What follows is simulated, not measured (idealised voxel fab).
Name of the process module below: voxel self aligned contacts
Shown is cross-section cut, with a width of 220 nm and square cells of size 5 nm.
Cross-section = grid of square cells, listed top down in bands; band = one or more rows. Heights first: top, then bottom, in nm. Then materials, left to right, each with a width in nm. "all across" on a single material: fills the band edge to edge. "air": empty space. Ref level 0: as-received wafer is one material below here. Bottom band extends down with no lower bound ("0 nm and below"). A width such as "30..40" changes by the same amount from each row of cells to the next, from the band's top row to its bottom row. Step note "left unchanged" = no cross-section cell changed. If an empty space has no open way to the top and is at least 8 cells in size, "Catalogued sealed voids" lists it, written width x height at distance, where distance is measured from the left edge and every value is in nm. That trailing text on a step's line, after the settings, is the simulator's own remark on the step. If you see "overlay nm" on a step's line and that step has a mask, it's telling you how far right of where it was planned the mask ended up; a negative number means it went left instead.
Plan
1 RECEIVE, material Si
2 CONFORMAL_DEP, material SiO2, thk nm 5
3 DIRECTIONAL_DEP, material polySi, thk nm 25
4 DIRECTIONAL_DEP, material SiN, thk nm 15
5 MASKED_ETCH, tone cover, mask id GATE, width nm 35, pitch nm 70, etch materials SiN, depth nm 15, overlay nm -15
6 MASKED_ETCH, tone cover, mask id GATE, width nm 35, pitch nm 70, etch materials polySi, depth nm 25, overlay nm 0
7 CONFORMAL_DEP, material SiN, thk nm 5
8 DIRECTIONAL_ETCH, etch materials SiN, depth nm 5
9 FILL_DEP, material SiO2, thk nm 10
10 CMP, height nm 50
11 PATTERN, tone open, mask id CONTACT, material resist, width nm 45, thk nm 15, overlay nm 0
12 DIRECTIONAL_ETCH, etch materials SiO2, depth nm 50
13 STRIP, etch materials resist
14 CONFORMAL_DEP, material TiN, thk nm 5
15 FILL_DEP, material Ru, thk nm 10
16 CMP, height nm 50
17 CONFORMAL_DEP, material SiN, thk nm 5
The overlay nm used in step 5 is not the same on every wafer, whereas the starting condition is; the value printed in the plan is the first wafer's.
Step 1 complete: as-received cross-section of the first of several wafers
    0 nm and below: Si all across
    Catalogued sealed voids: none
First of several wafers in cross-section at module end, following the final step, step 17
    55 nm to 50 nm: SiN all across
    50 nm to 45 nm: 85 nm SiO2; 5 nm TiN; 10 nm Ru; 30 nm TiN; 90 nm SiO2
    45 nm to 35 nm: 35 nm SiO2; 45 nm SiN; 5 nm SiO2; 5 nm TiN; 10 nm Ru; 5 nm TiN; 45 nm SiN; 70 nm SiO2
    35 nm to 30 nm: 35 nm SiO2; 45 nm SiN; 5 nm SiO2; 20 nm TiN; 45 nm SiN; 70 nm SiO2
    30 nm to 5 nm: 35 nm SiO2; 5 nm SiN; 50 nm polySi; 5 nm SiN; 10 nm TiN; 5 nm SiN; 50 nm polySi; 5 nm SiN; 55 nm SiO2
    5 nm to 0 nm: 95 nm SiO2; 10 nm TiN; 115 nm SiO2
    0 nm and below: Si all across
    Catalogued sealed voids: none
Here we cross-sectioned the last of the wafers once the module was done
    55 nm to 50 nm: SiN all across
    50 nm to 45 nm: 85 nm SiO2; 30 nm TiN; 10 nm Ru; 5 nm TiN; 90 nm SiO2
    45 nm to 35 nm: 65 nm SiO2; 45 nm SiN; 5 nm TiN; 10 nm Ru; 5 nm TiN; 5 nm SiO2; 45 nm SiN; 40 nm SiO2
    35 nm to 30 nm: 65 nm SiO2; 45 nm SiN; 20 nm TiN; 5 nm SiO2; 45 nm SiN; 40 nm SiO2
    30 nm to 5 nm: 50 nm SiO2; 5 nm SiN; 50 nm polySi; 5 nm SiN; 10 nm TiN; 5 nm SiN; 50 nm polySi; 5 nm SiN; 40 nm SiO2
    5 nm to 0 nm: 110 nm SiO2; 10 nm TiN; 100 nm SiO2
    0 nm and below: Si all across
    Catalogued sealed voids: none
Every row in this table is a wafer at the end of the module, and it gives, for each of the materials, the cells that wafer has gained (+) or lost (-) since it was received, then its closed voids
overlay nm -15, +6 Ru, +118 SiN, +233 SiO2, +27 TiN, +100 polySi, Catalogued sealed voids: none
overlay nm -10, +15 Ru, +118 SiN, +234 SiO2, +27 TiN, +90 polySi, Catalogued sealed voids: none
overlay nm -5, +21 Ru, +118 SiN, +238 SiO2, +27 TiN, +80 polySi, Catalogued sealed voids: none
overlay nm 0, +27 Ru, +118 SiN, +242 SiO2, +27 TiN, +70 polySi, Catalogued sealed voids: none
overlay nm 5, +21 Ru, +118 SiN, +238 SiO2, +27 TiN, +80 polySi, Catalogued sealed voids: none
overlay nm 10, +15 Ru, +118 SiN, +234 SiO2, +27 TiN, +90 polySi, Catalogued sealed voids: none
overlay nm 15, +6 Ru, +118 SiN, +233 SiO2, +27 TiN, +100 polySi, Catalogued sealed voids: none
